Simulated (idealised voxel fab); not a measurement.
Module name: voxel air gaps (process module)
It is cross-section cut that appears here, measuring 165 nm in width, its square cells being 5 nm in size.
Cross-section spec: square-cell grid; bands listed top down; each band is one or more rows.
Top height, bottom height, nm. Materials left to right, width each, nm. Single material + "all across" = fills band edge to edge. "air" = empty.
Note: height 0 marks the level under which the wafer is uniformly one material as received. Lowest band unbounded below, written "0 nm and below".
The notation "30 to 40" denotes a width that varies across the rows of cells in the band, beginning at the first number in the top row, finishing at the second number in the bottom row, and changing by an identical amount from each row to the next.
"same as before" for a step: no cell of the cross-section changed in that step.
In the "Completely sealed voids" entry, you get each enclosed empty space of 8 cells or more, one with no open way to the top, written width x height at distance, distance from the left edge, in nm.
Whatever follows a step's settings on its line is a remark the simulator itself makes about that step.
What "overlay nm" on a step's line means: if the step has a mask, that mask lay this far to the right of its planned place, or, when the value is negative, to the left.
Structure of the following material. The material consists of pairs of cross-sections. Each pair comprises the cross-section before one process step and the cross-section after that step, the latter shown only down to the lowest band that changed. The step between the cross-sections is specified beneath each pair, including its settings. Pairs are not necessarily consecutive: they may derive from different runs of this module performed on the same starting wafer. Continuity with the pair above is to be assumed only where the entry headed "Pre-process state" of the pair in question states it.

**Pre-process state**
	0 nm and below  Si all across
	Completely sealed voids: none

**Post-Process View**
	15 nm to 0 nm  SiO2 all across
	Lower than 0, everything is as it was.
	Completely sealed voids: none
As a process note, the step between the before and after cross-sections shown above is CONFORMAL_DEP (material SiO2; thk nm 15)

Pre-process state: = after-state of the pair above.

**Post-Process View**
	20 nm to 15 nm  SiN all across
	Lower than 15, everything is as it was.
	Completely sealed voids: none
As a process note, the step between the before and after cross-sections shown above is CONFORMAL_DEP (material SiN; thk nm 5)

Pre-process state: = after-state of the pair above.

**Post-Process View**
	60 nm to 20 nm  SiO2 all across
	Lower than 20, everything is as it was.
	Completely sealed voids: none
As a process note, the step between the before and after cross-sections shown above is DIRECTIONAL_DEP (material SiO2; thk nm 40)

Pre-process state: = after-state of the pair above.

**Post-Process View**
	75 nm to 60 nm  35 resist, 15 air, 25 resist, 15 air, 25 resist, 15 air, 35 resist
	Lower than 60, everything is as it was.
	Completely sealed voids: none
As a process note, the step between the before and after cross-sections shown above is PATTERN (tone open; mask id LINES; material resist; width nm 15; pitch nm 40; thk nm 15; overlay nm 0)

Pre-process state: = after-state of the pair above.

**Post-Process View**
	75 nm to 60 nm  35 resist, 15 air, 25 resist, 15 air, 25 resist, 15 air, 35 resist
	60 nm to 20 nm  35 SiO2, 15 air, 25 SiO2, 15 air, 25 SiO2, 15 air, 35 SiO2
	Lower than 20, everything is as it was.
	Completely sealed voids: none
As a process note, the step between the before and after cross-sections shown above is DIRECTIONAL_ETCH (etch materials SiO2; depth nm 40)

Pre-process state: = after-state of the pair above.

**Post-Process View**
	60 nm to 20 nm  35 SiO2, 15 air, 25 SiO2, 15 air, 25 SiO2, 15 air, 35 SiO2
	Lower than 20, everything is as it was.
	Completely sealed voids: none
As a process note, the step between the before and after cross-sections shown above is STRIP (etch materials resist)

Pre-process state: = after-state of the pair above.

**Post-Process View**
	65 nm to 60 nm  40 TiN, 5 air, 35 TiN, 5 air, 35 TiN, 5 air, 40 TiN
	60 nm to 25 nm  35 SiO2, 5 TiN, 5 air, 5 TiN, 25 SiO2, 5 TiN, 5 air, 5 TiN, 25 SiO2, 5 TiN, 5 air, 5 TiN, 35 SiO2
	25 nm to 20 nm  35 SiO2, 15 TiN, 25 SiO2, 15 TiN, 25 SiO2, 15 TiN, 35 SiO2
	Lower than 20, everything is as it was.
	Completely sealed voids: none
As a process note, the step between the before and after cross-sections shown above is CONFORMAL_DEP (material TiN; thk nm 5)

Pre-process state: = after-state of the pair above.

**Post-Process View**
	75 nm to 65 nm  W all across
	65 nm to 60 nm  40 TiN, 5 W, 35 TiN, 5 W, 35 TiN, 5 W, 40 TiN
	60 nm to 25 nm  35 SiO2, 5 TiN, 5 W, 5 TiN, 25 SiO2, 5 TiN, 5 W, 5 TiN, 25 SiO2, 5 TiN, 5 W, 5 TiN, 35 SiO2
	Lower than 25, everything is as it was.
	Completely sealed voids: none
As a process note, the step between the before and after cross-sections shown above is FILL_DEP (material W; thk nm 10)

Pre-process state: = after-state of the pair above.

**Post-Process View**
	60 nm to 25 nm  35 SiO2, 5 TiN, 5 W, 5 TiN, 25 SiO2, 5 TiN, 5 W, 5 TiN, 25 SiO2, 5 TiN, 5 W, 5 TiN, 35 SiO2
	Lower than 25, everything is as it was.
	Completely sealed voids: none
As a process note, the step between the before and after cross-sections shown above is CMP (height nm 60)

Pre-process state: = after-state of the pair above.

**Post-Process View**
	70 nm to 60 nm  25 air, 35 Ru, 5 air, 35 Ru, 5 air, 35 Ru, 25 air
	Lower than 60, everything is as it was.
	Completely sealed voids: none
As a process note, the step between the before and after cross-sections shown above is EPI (material Ru; thk nm 10)

Pre-process state: = after-state of the pair above.

**Post-Process View**
	70 nm to 60 nm  25 air, 35 Ru, 5 air, 35 Ru, 5 air, 35 Ru, 25 air
	60 nm to 25 nm  35 air, 5 TiN, 5 W, 5 TiN, 25 air, 5 TiN, 5 W, 5 TiN, 25 air, 5 TiN, 5 W, 5 TiN, 35 air
	25 nm to 20 nm  35 air, 15 TiN, 25 air, 15 TiN, 25 air, 15 TiN, 35 air
	Lower than 20, everything is as it was.
	Completely sealed voids: none
As a process note, the step between the before and after cross-sections shown above is SELECTIVE_ETCH (etch materials SiO2; depth nm 50)

Pre-process state: = after-state of the pair above.

**Post-Process View**
	75 nm to 70 nm  20 air, 125 SiCN, 20 air
	70 nm to 60 nm  20 air, 5 SiCN, 35 Ru, 5 SiCN, 35 Ru, 5 SiCN, 35 Ru, 5 SiCN, 20 air
	60 nm to 55 nm  20 air, 15 SiCN, 5 TiN, 5 W, 5 TiN, 25 SiCN, 5 TiN, 5 W, 5 TiN, 25 SiCN, 5 TiN, 5 W, 5 TiN, 15 SiCN, 20 air
	55 nm to 25 nm  30 air, 5 SiCN, 5 TiN, 5 W, 5 TiN, 5 SiCN, 15 air, 5 SiCN, 5 TiN, 5 W, 5 TiN, 5 SiCN, 15 air, 5 SiCN, 5 TiN, 5 W, 5 TiN, 5 SiCN, 30 air
	25 nm to 20 nm  35 SiCN, 15 TiN, 25 SiCN, 15 TiN, 25 SiCN, 15 TiN, 35 SiCN
	Lower than 20, everything is as it was.
	Completely sealed voids: 15 x 30 at 55; 15 x 30 at 95
As a process note, the step between the before and after cross-sections shown above is CONFORMAL_DEP (material SiCN; thk nm 5)

**Pre-process state**
	0 nm and below  Si all across
	Completely sealed voids: none

**Post-Process View**
	5 nm to 0 nm  SiN all across
	Lower than 0, everything is as it was.
	Completely sealed voids: none
As a process note, the step between the before and after cross-sections shown above is CONFORMAL_DEP (material SiN; thk nm 5)

Pre-process state: = after-state of the pair above.

**Post-Process View**
	45 nm to 5 nm  SiO2 all across
	Lower than 5, everything is as it was.
	Completely sealed voids: none
As a process note, the step between the before and after cross-sections shown above is DIRECTIONAL_DEP (material SiO2; thk nm 40)

Pre-process state: = after-state of the pair above.

**Post-Process View**
	60 nm to 45 nm  35 resist, 15 air, 25 resist, 15 air, 25 resist, 15 air, 35 resist
	Lower than 45, everything is as it was.
	Completely sealed voids: none
As a process note, the step between the before and after cross-sections shown above is PATTERN (tone open; mask id LINES; material resist; width nm 15; pitch nm 40; thk nm 15; overlay nm 0)

Pre-process state: = after-state of the pair above.

**Post-Process View**
	60 nm to 45 nm  35 resist, 15 air, 25 resist, 15 air, 25 resist, 15 air, 35 resist
	45 nm to 5 nm  35 SiO2, 15 air, 25 SiO2, 15 air, 25 SiO2, 15 air, 35 SiO2
	Lower than 5, everything is as it was.
	Completely sealed voids: none
As a process note, the step between the before and after cross-sections shown above is DIRECTIONAL_ETCH (etch materials SiO2; depth nm 40)

Pre-process state: = after-state of the pair above.

**Post-Process View**
	45 nm to 5 nm  35 SiO2, 15 air, 25 SiO2, 15 air, 25 SiO2, 15 air, 35 SiO2
	Lower than 5, everything is as it was.
	Completely sealed voids: none
As a process note, the step between the before and after cross-sections shown above is STRIP (etch materials resist)

Pre-process state: = after-state of the pair above.

**Post-Process View**
	50 nm to 45 nm  40 TiN, 5 air, 35 TiN, 5 air, 35 TiN, 5 air, 40 TiN
	45 nm to 10 nm  35 SiO2, 5 TiN, 5 air, 5 TiN, 25 SiO2, 5 TiN, 5 air, 5 TiN, 25 SiO2, 5 TiN, 5 air, 5 TiN, 35 SiO2
	10 nm to 5 nm  35 SiO2, 15 TiN, 25 SiO2, 15 TiN, 25 SiO2, 15 TiN, 35 SiO2
	Lower than 5, everything is as it was.
	Completely sealed voids: none
As a process note, the step between the before and after cross-sections shown above is CONFORMAL_DEP (material TiN; thk nm 5)

Pre-process state: = after-state of the pair above.

**Post-Process View**
	60 nm to 50 nm  W all across
	50 nm to 45 nm  40 TiN, 5 W, 35 TiN, 5 W, 35 TiN, 5 W, 40 TiN
	45 nm to 10 nm  35 SiO2, 5 TiN, 5 W, 5 TiN, 25 SiO2, 5 TiN, 5 W, 5 TiN, 25 SiO2, 5 TiN, 5 W, 5 TiN, 35 SiO2
	Lower than 10, everything is as it was.
	Completely sealed voids: none
As a process note, the step between the before and after cross-sections shown above is FILL_DEP (material W; thk nm 10)

Pre-process state: = after-state of the pair above.

**Post-Process View**
	70 nm to 60 nm  Ru all across
	Lower than 60, everything is as it was.
	Completely sealed voids: none
As a process note, the step between the before and after cross-sections shown above is EPI (material Ru; thk nm 10)

Pre-process state: = after-state of the pair above.

**Post-Process View**
	75 nm to 70 nm  SiCN all across
	Lower than 70, everything is as it was.
	Completely sealed voids: none
As a process note, the step between the before and after cross-sections shown above is CONFORMAL_DEP (material SiCN; thk nm 5)

**Pre-process state**
	70 nm to 60 nm  25 air, 35 Ru, 5 air, 35 Ru, 5 air, 35 Ru, 25 air
	60 nm to 25 nm  35 SiO2, 5 TiN, 5 W, 5 TiN, 25 SiO2, 5 TiN, 5 W, 5 TiN, 25 SiO2, 5 TiN, 5 W, 5 TiN, 35 SiO2
	25 nm to 20 nm  35 SiO2, 15 TiN, 25 SiO2, 15 TiN, 25 SiO2, 15 TiN, 35 SiO2
	20 nm to 15 nm  SiN all across
	15 nm to 0 nm  SiO2 all across
	0 nm and below  Si all across
	Completely sealed voids: none

**Post-Process View**
	80 nm to 60 nm  15 air, 135 Ru, 15 air
	Lower than 60, everything is as it was.
	Completely sealed voids: none
As a process note, the step between the before and after cross-sections shown above is EPI (material Ru; thk nm 10)

Pre-process state: = after-state of the pair above.

**Post-Process View**
	80 nm to 60 nm  15 air, 135 Ru, 15 air
	60 nm to 25 nm  35 air, 5 TiN, 5 W, 5 TiN, 25 SiO2, 5 TiN, 5 W, 5 TiN, 25 SiO2, 5 TiN, 5 W, 5 TiN, 35 air
	25 nm to 20 nm  35 air, 15 TiN, 25 SiO2, 15 TiN, 25 SiO2, 15 TiN, 35 air
	Lower than 20, everything is as it was.
	Completely sealed voids: none
As a process note, the step between the before and after cross-sections shown above is SELECTIVE_ETCH (etch materials SiO2; depth nm 50)

Pre-process state: = after-state of the pair above.

**Post-Process View**
	85 nm to 80 nm  10 air, 145 SiCN, 10 air
	80 nm to 60 nm  10 air, 5 SiCN, 135 Ru, 5 SiCN, 10 air
	60 nm to 55 nm  10 air, 25 SiCN, 5 TiN, 5 W, 5 TiN, 25 SiO2, 5 TiN, 5 W, 5 TiN, 25 SiO2, 5 TiN, 5 W, 5 TiN, 25 SiCN, 10 air
	55 nm to 25 nm  30 air, 5 SiCN, 5 TiN, 5 W, 5 TiN, 25 SiO2, 5 TiN, 5 W, 5 TiN, 25 SiO2, 5 TiN, 5 W, 5 TiN, 5 SiCN, 30 air
	25 nm to 20 nm  35 SiCN, 15 TiN, 25 SiO2, 15 TiN, 25 SiO2, 15 TiN, 35 SiCN
	Lower than 20, everything is as it was.
	Completely sealed voids: none
As a process note, the step between the before and after cross-sections shown above is CONFORMAL_DEP (material SiCN; thk nm 5)

**Pre-process state**
	15 nm to 0 nm  SiO2 all across
	0 nm and below  Si all across
	Completely sealed voids: none

**Post-Process View**
	55 nm to 0 nm  SiO2 all across
	Lower than 0, everything is as it was.
	Completely sealed voids: none
As a process note, the step between the before and after cross-sections shown above is DIRECTIONAL_DEP (material SiO2; thk nm 40)

Pre-process state: = after-state of the pair above.

**Post-Process View**
	60 nm to 55 nm  SiN all across
	Lower than 55, everything is as it was.
	Completely sealed voids: none
As a process note, the step between the before and after cross-sections shown above is CONFORMAL_DEP (material SiN; thk nm 5)

Pre-process state: = after-state of the pair above.

**Post-Process View**
	75 nm to 60 nm  35 resist, 15 air, 25 resist, 15 air, 25 resist, 15 air, 35 resist
	Lower than 60, everything is as it was.
	Completely sealed voids: none
As a process note, the step between the before and after cross-sections shown above is PATTERN (tone open; mask id LINES; material resist; width nm 15; pitch nm 40; thk nm 15; overlay nm 0)

Pre-process state: = after-state of the pair above.

**Post-Process View**
	60 nm to 55 nm  SiN all across
	Lower than 55, everything is as it was.
	Completely sealed voids: none
As a process note, the step between the before and after cross-sections shown above is STRIP (etch materials resist)

Pre-process state: = after-state of the pair above.

**Post-Process View**
	65 nm to 60 nm  TiN all across
	Lower than 60, everything is as it was.
	Completely sealed voids: none
As a process note, the step between the before and after cross-sections shown above is CONFORMAL_DEP (material TiN; thk nm 5)

Pre-process state: = after-state of the pair above.

**Post-Process View**
	75 nm to 65 nm  W all across
	Lower than 65, everything is as it was.
	Completely sealed voids: none
As a process note, the step between the before and after cross-sections shown above is FILL_DEP (material W; thk nm 10)

Pre-process state: = after-state of the pair above.

**Post-Process View**
	60 nm to 55 nm  SiN all across
	Lower than 55, everything is as it was.
	Completely sealed voids: none
As a process note, the step between the before and after cross-sections shown above is CMP (height nm 60)

Pre-process state: = after-state of the pair above.

**Post-Process View**
	65 nm to 60 nm  SiCN all across
	Lower than 60, everything is as it was.
	Completely sealed voids: none
As a process note, the step between the before and after cross-sections shown above is CONFORMAL_DEP (material SiCN; thk nm 5)

**Pre-process state**
	15 nm to 0 nm  SiO2 all across
	0 nm and below  Si all across
	Completely sealed voids: none

**Post-Process View**
	30 nm to 15 nm  SiN all across
	Lower than 15, everything is as it was.
	Completely sealed voids: none
As a process note, the step between the before and after cross-sections shown above is CONFORMAL_DEP (material SiN; thk nm 15)

Pre-process state: = after-state of the pair above.

**Post-Process View**
	70 nm to 30 nm  SiO2 all across
	Lower than 30, everything is as it was.
	Completely sealed voids: none
As a process note, the step between the before and after cross-sections shown above is DIRECTIONAL_DEP (material SiO2; thk nm 40)

Pre-process state: = after-state of the pair above.

**Post-Process View**
	85 nm to 70 nm  35 resist, 15 air, 25 resist, 15 air, 25 resist, 15 air, 35 resist
	Lower than 70, everything is as it was.
	Completely sealed voids: none
As a process note, the step between the before and after cross-sections shown above is PATTERN (tone open; mask id LINES; material resist; width nm 15; pitch nm 40; thk nm 15; overlay nm 0)

Pre-process state: = after-state of the pair above.

**Post-Process View**
	85 nm to 70 nm  35 resist, 15 air, 25 resist, 15 air, 25 resist, 15 air, 35 resist
	70 nm to 30 nm  35 SiO2, 15 air, 25 SiO2, 15 air, 25 SiO2, 15 air, 35 SiO2
	Lower than 30, everything is as it was.
	Completely sealed voids: none
As a process note, the step between the before and after cross-sections shown above is DIRECTIONAL_ETCH (etch materials SiO2; depth nm 40)

Pre-process state: = after-state of the pair above.

**Post-Process View**
	70 nm to 30 nm  35 SiO2, 15 air, 25 SiO2, 15 air, 25 SiO2, 15 air, 35 SiO2
	Lower than 30, everything is as it was.
	Completely sealed voids: none
As a process note, the step between the before and after cross-sections shown above is STRIP (etch materials resist)

Pre-process state: = after-state of the pair above.

**Post-Process View**
	75 nm to 70 nm  40 TiN, 5 air, 35 TiN, 5 air, 35 TiN, 5 air, 40 TiN
	70 nm to 35 nm  35 SiO2, 5 TiN, 5 air, 5 TiN, 25 SiO2, 5 TiN, 5 air, 5 TiN, 25 SiO2, 5 TiN, 5 air, 5 TiN, 35 SiO2
	35 nm to 30 nm  35 SiO2, 15 TiN, 25 SiO2, 15 TiN, 25 SiO2, 15 TiN, 35 SiO2
	Lower than 30, everything is as it was.
	Completely sealed voids: none
As a process note, the step between the before and after cross-sections shown above is CONFORMAL_DEP (material TiN; thk nm 5)

Pre-process state: = after-state of the pair above.

**Post-Process View**
	85 nm to 75 nm  W all across
	75 nm to 70 nm  40 TiN, 5 W, 35 TiN, 5 W, 35 TiN, 5 W, 40 TiN
	70 nm to 35 nm  35 SiO2, 5 TiN, 5 W, 5 TiN, 25 SiO2, 5 TiN, 5 W, 5 TiN, 25 SiO2, 5 TiN, 5 W, 5 TiN, 35 SiO2
	Lower than 35, everything is as it was.
	Completely sealed voids: none
As a process note, the step between the before and after cross-sections shown above is FILL_DEP (material W; thk nm 10)

Pre-process state: = after-state of the pair above.

**Post-Process View**
	60 nm to 35 nm  35 SiO2, 5 TiN, 5 W, 5 TiN, 25 SiO2, 5 TiN, 5 W, 5 TiN, 25 SiO2, 5 TiN, 5 W, 5 TiN, 35 SiO2
	Lower than 35, everything is as it was.
	Completely sealed voids: none
As a process note, the step between the before and after cross-sections shown above is CMP (height nm 60)

Pre-process state: = after-state of the pair above.

**Post-Process View**
	70 nm to 60 nm  25 air, 35 Ru, 5 air, 35 Ru, 5 air, 35 Ru, 25 air
	Lower than 60, everything is as it was.
	Completely sealed voids: none
As a process note, the step between the before and after cross-sections shown above is EPI (material Ru; thk nm 10)

Pre-process state: = after-state of the pair above.

**Post-Process View**
	70 nm to 60 nm  25 air, 35 Ru, 5 air, 35 Ru, 5 air, 35 Ru, 25 air
	60 nm to 35 nm  35 air, 5 TiN, 5 W, 5 TiN, 25 air, 5 TiN, 5 W, 5 TiN, 25 air, 5 TiN, 5 W, 5 TiN, 35 air
	35 nm to 30 nm  35 air, 15 TiN, 25 air, 15 TiN, 25 air, 15 TiN, 35 air
	Lower than 30, everything is as it was.
	Completely sealed voids: none
As a process note, the step between the before and after cross-sections shown above is SELECTIVE_ETCH (etch materials SiO2; depth nm 50)

Pre-process state: = after-state of the pair above.

**Post-Process View**
	75 nm to 70 nm  20 air, 125 SiCN, 20 air
	70 nm to 60 nm  20 air, 5 SiCN, 35 Ru, 5 SiCN, 35 Ru, 5 SiCN, 35 Ru, 5 SiCN, 20 air
	60 nm to 55 nm  20 air, 15 SiCN, 5 TiN, 5 W, 5 TiN, 25 SiCN, 5 TiN, 5 W, 5 TiN, 25 SiCN, 5 TiN, 5 W, 5 TiN, 15 SiCN, 20 air
	55 nm to 35 nm  30 air, 5 SiCN, 5 TiN, 5 W, 5 TiN, 5 SiCN, 15 air, 5 SiCN, 5 TiN, 5 W, 5 TiN, 5 SiCN, 15 air, 5 SiCN, 5 TiN, 5 W, 5 TiN, 5 SiCN, 30 air
	35 nm to 30 nm  35 SiCN, 15 TiN, 25 SiCN, 15 TiN, 25 SiCN, 15 TiN, 35 SiCN
	Lower than 30, everything is as it was.
	Completely sealed voids: 15 x 20 at 55; 15 x 20 at 95
As a process note, the step between the before and after cross-sections shown above is CONFORMAL_DEP (material SiCN; thk nm 5)

**Pre-process state**
	60 nm to 20 nm  SiO2 all across
	20 nm to 15 nm  SiN all across
	15 nm to 0 nm  SiO2 all across
	0 nm and below  Si all across
	Completely sealed voids: none

**Post-Process View**
	75 nm to 60 nm  30 resist, 25 air, 15 resist, 25 air, 15 resist, 25 air, 30 resist
	Lower than 60, everything is as it was.
	Completely sealed voids: none
As a process note, the step between the before and after cross-sections shown above is PATTERN (tone open; mask id LINES; material resist; width nm 25; pitch nm 40; thk nm 15; overlay nm 0)

Pre-process state: = after-state of the pair above.

**Post-Process View**
	75 nm to 60 nm  30 resist, 25 air, 15 resist, 25 air, 15 resist, 25 air, 30 resist
	60 nm to 20 nm  30 SiO2, 25 air, 15 SiO2, 25 air, 15 SiO2, 25 air, 30 SiO2
	Lower than 20, everything is as it was.
	Completely sealed voids: none
As a process note, the step between the before and after cross-sections shown above is DIRECTIONAL_ETCH (etch materials SiO2; depth nm 40)

Pre-process state: = after-state of the pair above.

**Post-Process View**
	60 nm to 20 nm  30 SiO2, 25 air, 15 SiO2, 25 air, 15 SiO2, 25 air, 30 SiO2
	Lower than 20, everything is as it was.
	Completely sealed voids: none
As a process note, the step between the before and after cross-sections shown above is STRIP (etch materials resist)

Pre-process state: = after-state of the pair above.

**Post-Process View**
	65 nm to 60 nm  35 TiN, 15 air, 25 TiN, 15 air, 25 TiN, 15 air, 35 TiN
	60 nm to 25 nm  30 SiO2, 5 TiN, 15 air, 5 TiN, 15 SiO2, 5 TiN, 15 air, 5 TiN, 15 SiO2, 5 TiN, 15 air, 5 TiN, 30 SiO2
	25 nm to 20 nm  30 SiO2, 25 TiN, 15 SiO2, 25 TiN, 15 SiO2, 25 TiN, 30 SiO2
	Lower than 20, everything is as it was.
	Completely sealed voids: none
As a process note, the step between the before and after cross-sections shown above is CONFORMAL_DEP (material TiN; thk nm 5)

Pre-process state: = after-state of the pair above.

**Post-Process View**
	75 nm to 65 nm  W all across
	65 nm to 60 nm  35 TiN, 15 W, 25 TiN, 15 W, 25 TiN, 15 W, 35 TiN
	60 nm to 25 nm  30 SiO2, 5 TiN, 15 W, 5 TiN, 15 SiO2, 5 TiN, 15 W, 5 TiN, 15 SiO2, 5 TiN, 15 W, 5 TiN, 30 SiO2
	Lower than 25, everything is as it was.
	Completely sealed voids: none
As a process note, the step between the before and after cross-sections shown above is FILL_DEP (material W; thk nm 10)

Pre-process state: = after-state of the pair above.

**Post-Process View**
	60 nm to 25 nm  30 SiO2, 5 TiN, 15 W, 5 TiN, 15 SiO2, 5 TiN, 15 W, 5 TiN, 15 SiO2, 5 TiN, 15 W, 5 TiN, 30 SiO2
	Lower than 25, everything is as it was.
	Completely sealed voids: none
As a process note, the step between the before and after cross-sections shown above is CMP (height nm 60)

Pre-process state: = after-state of the pair above.

**Post-Process View**
	70 nm to 60 nm  20 air, 125 Ru, 20 air
	Lower than 60, everything is as it was.
	Completely sealed voids: none
As a process note, the step between the before and after cross-sections shown above is EPI (material Ru; thk nm 10)

Pre-process state: = after-state of the pair above.

**Post-Process View**
	70 nm to 60 nm  20 air, 125 Ru, 20 air
	60 nm to 25 nm  30 air, 5 TiN, 15 W, 5 TiN, 15 SiO2, 5 TiN, 15 W, 5 TiN, 15 SiO2, 5 TiN, 15 W, 5 TiN, 30 air
	25 nm to 20 nm  30 air, 25 TiN, 15 SiO2, 25 TiN, 15 SiO2, 25 TiN, 30 air
	Lower than 20, everything is as it was.
	Completely sealed voids: none
As a process note, the step between the before and after cross-sections shown above is SELECTIVE_ETCH (etch materials SiO2; depth nm 50)

Pre-process state: = after-state of the pair above.

**Post-Process View**
	75 nm to 70 nm  15 air, 135 SiCN, 15 air
	70 nm to 60 nm  15 air, 5 SiCN, 125 Ru, 5 SiCN, 15 air
	60 nm to 55 nm  15 air, 15 SiCN, 5 TiN, 15 W, 5 TiN, 15 SiO2, 5 TiN, 15 W, 5 TiN, 15 SiO2, 5 TiN, 15 W, 5 TiN, 15 SiCN, 15 air
	55 nm to 25 nm  25 air, 5 SiCN, 5 TiN, 15 W, 5 TiN, 15 SiO2, 5 TiN, 15 W, 5 TiN, 15 SiO2, 5 TiN, 15 W, 5 TiN, 5 SiCN, 25 air
	25 nm to 20 nm  30 SiCN, 25 TiN, 15 SiO2, 25 TiN, 15 SiO2, 25 TiN, 30 SiCN
	Lower than 20, everything is as it was.
	Completely sealed voids: none
As a process note, the step between the before and after cross-sections shown above is CONFORMAL_DEP (material SiCN; thk nm 5)

**Pre-process state**
	60 nm to 20 nm  SiO2 all across
	20 nm to 15 nm  SiN all across
	15 nm to 0 nm  SiO2 all across
	0 nm and below  Si all across
	Completely sealed voids: none

**Post-Process View**
	75 nm to 60 nm  25 resist, 15 air, 25 resist, 15 air, 25 resist, 15 air, 45 resist
	Lower than 60, everything is as it was.
	Completely sealed voids: none
As a process note, the step between the before and after cross-sections shown above is PATTERN (tone open; mask id LINES; material resist; width nm 15; pitch nm 40; thk nm 15; overlay nm -10)

Pre-process state: = after-state of the pair above.

**Post-Process View**
	75 nm to 60 nm  25 resist, 15 air, 25 resist, 15 air, 25 resist, 15 air, 45 resist
	60 nm to 20 nm  25 SiO2, 15 air, 25 SiO2, 15 air, 25 SiO2, 15 air, 45 SiO2
	Lower than 20, everything is as it was.
	Completely sealed voids: none
As a process note, the step between the before and after cross-sections shown above is DIRECTIONAL_ETCH (etch materials SiO2; depth nm 40)

Pre-process state: = after-state of the pair above.

**Post-Process View**
	60 nm to 20 nm  25 SiO2, 15 air, 25 SiO2, 15 air, 25 SiO2, 15 air, 45 SiO2
	Lower than 20, everything is as it was.
	Completely sealed voids: none
As a process note, the step between the before and after cross-sections shown above is STRIP (etch materials resist)

Pre-process state: = after-state of the pair above.

**Post-Process View**
	65 nm to 60 nm  30 TiN, 5 air, 35 TiN, 5 air, 35 TiN, 5 air, 50 TiN
	60 nm to 25 nm  25 SiO2, 5 TiN, 5 air, 5 TiN, 25 SiO2, 5 TiN, 5 air, 5 TiN, 25 SiO2, 5 TiN, 5 air, 5 TiN, 45 SiO2
	25 nm to 20 nm  25 SiO2, 15 TiN, 25 SiO2, 15 TiN, 25 SiO2, 15 TiN, 45 SiO2
	Lower than 20, everything is as it was.
	Completely sealed voids: none
As a process note, the step between the before and after cross-sections shown above is CONFORMAL_DEP (material TiN; thk nm 5)

Pre-process state: = after-state of the pair above.

**Post-Process View**
	75 nm to 65 nm  W all across
	65 nm to 60 nm  30 TiN, 5 W, 35 TiN, 5 W, 35 TiN, 5 W, 50 TiN
	60 nm to 25 nm  25 SiO2, 5 TiN, 5 W, 5 TiN, 25 SiO2, 5 TiN, 5 W, 5 TiN, 25 SiO2, 5 TiN, 5 W, 5 TiN, 45 SiO2
	Lower than 25, everything is as it was.
	Completely sealed voids: none
As a process note, the step between the before and after cross-sections shown above is FILL_DEP (material W; thk nm 10)

Pre-process state: = after-state of the pair above.

**Post-Process View**
	60 nm to 25 nm  25 SiO2, 5 TiN, 5 W, 5 TiN, 25 SiO2, 5 TiN, 5 W, 5 TiN, 25 SiO2, 5 TiN, 5 W, 5 TiN, 45 SiO2
	Lower than 25, everything is as it was.
	Completely sealed voids: none
As a process note, the step between the before and after cross-sections shown above is CMP (height nm 60)

Pre-process state: = after-state of the pair above.

**Post-Process View**
	70 nm to 60 nm  15 air, 35 Ru, 5 air, 35 Ru, 5 air, 35 Ru, 35 air
	Lower than 60, everything is as it was.
	Completely sealed voids: none
As a process note, the step between the before and after cross-sections shown above is EPI (material Ru; thk nm 10)

Pre-process state: = after-state of the pair above.

**Post-Process View**
	70 nm to 60 nm  15 air, 35 Ru, 5 air, 35 Ru, 5 air, 35 Ru, 35 air
	60 nm to 25 nm  25 air, 5 TiN, 5 W, 5 TiN, 25 air, 5 TiN, 5 W, 5 TiN, 25 air, 5 TiN, 5 W, 5 TiN, 45 air
	25 nm to 20 nm  25 air, 15 TiN, 25 air, 15 TiN, 25 air, 15 TiN, 45 air
	Lower than 20, everything is as it was.
	Completely sealed voids: none
As a process note, the step between the before and after cross-sections shown above is SELECTIVE_ETCH (etch materials SiO2; depth nm 50)

Pre-process state: = after-state of the pair above.

**Post-Process View**
	75 nm to 70 nm  10 air, 125 SiCN, 30 air
	70 nm to 60 nm  10 air, 5 SiCN, 35 Ru, 5 SiCN, 35 Ru, 5 SiCN, 35 Ru, 5 SiCN, 30 air
	60 nm to 55 nm  10 air, 15 SiCN, 5 TiN, 5 W, 5 TiN, 25 SiCN, 5 TiN, 5 W, 5 TiN, 25 SiCN, 5 TiN, 5 W, 5 TiN, 15 SiCN, 30 air
	55 nm to 25 nm  20 air, 5 SiCN, 5 TiN, 5 W, 5 TiN, 5 SiCN, 15 air, 5 SiCN, 5 TiN, 5 W, 5 TiN, 5 SiCN, 15 air, 5 SiCN, 5 TiN, 5 W, 5 TiN, 5 SiCN, 40 air
	25 nm to 20 nm  25 SiCN, 15 TiN, 25 SiCN, 15 TiN, 25 SiCN, 15 TiN, 45 SiCN
	Lower than 20, everything is as it was.
	Completely sealed voids: 15 x 30 at 45; 15 x 30 at 85
As a process note, the step between the before and after cross-sections shown above is CONFORMAL_DEP (material SiCN; thk nm 5)

**Pre-process state**
	70 nm to 60 nm  25 air, 35 Ru, 5 air, 35 Ru, 5 air, 35 Ru, 25 air
	60 nm to 25 nm  35 air, 5 TiN, 5 W, 5 TiN, 25 air, 5 TiN, 5 W, 5 TiN, 25 air, 5 TiN, 5 W, 5 TiN, 35 air
	25 nm to 20 nm  35 air, 15 TiN, 25 air, 15 TiN, 25 air, 15 TiN, 35 air
	20 nm to 15 nm  SiN all across
	15 nm to 0 nm  SiO2 all across
	0 nm and below  Si all across
	Completely sealed voids: none

**Post-Process View**
	75 nm to 70 nm  20 air, 125 SiO2, 20 air
	70 nm to 60 nm  20 air, 5 SiO2, 35 Ru, 5 SiO2, 35 Ru, 5 SiO2, 35 Ru, 5 SiO2, 20 air
	60 nm to 55 nm  20 air, 15 SiO2, 5 TiN, 5 W, 5 TiN, 25 SiO2, 5 TiN, 5 W, 5 TiN, 25 SiO2, 5 TiN, 5 W, 5 TiN, 15 SiO2, 20 air
	55 nm to 25 nm  30 air, 5 SiO2, 5 TiN, 5 W, 5 TiN, 5 SiO2, 15 air, 5 SiO2, 5 TiN, 5 W, 5 TiN, 5 SiO2, 15 air, 5 SiO2, 5 TiN, 5 W, 5 TiN, 5 SiO2, 30 air
	25 nm to 20 nm  35 SiO2, 15 TiN, 25 SiO2, 15 TiN, 25 SiO2, 15 TiN, 35 SiO2
	Lower than 20, everything is as it was.
	Completely sealed voids: 15 x 30 at 55; 15 x 30 at 95
As a process note, the step between the before and after cross-sections shown above is CONFORMAL_DEP (material SiO2; thk nm 5)
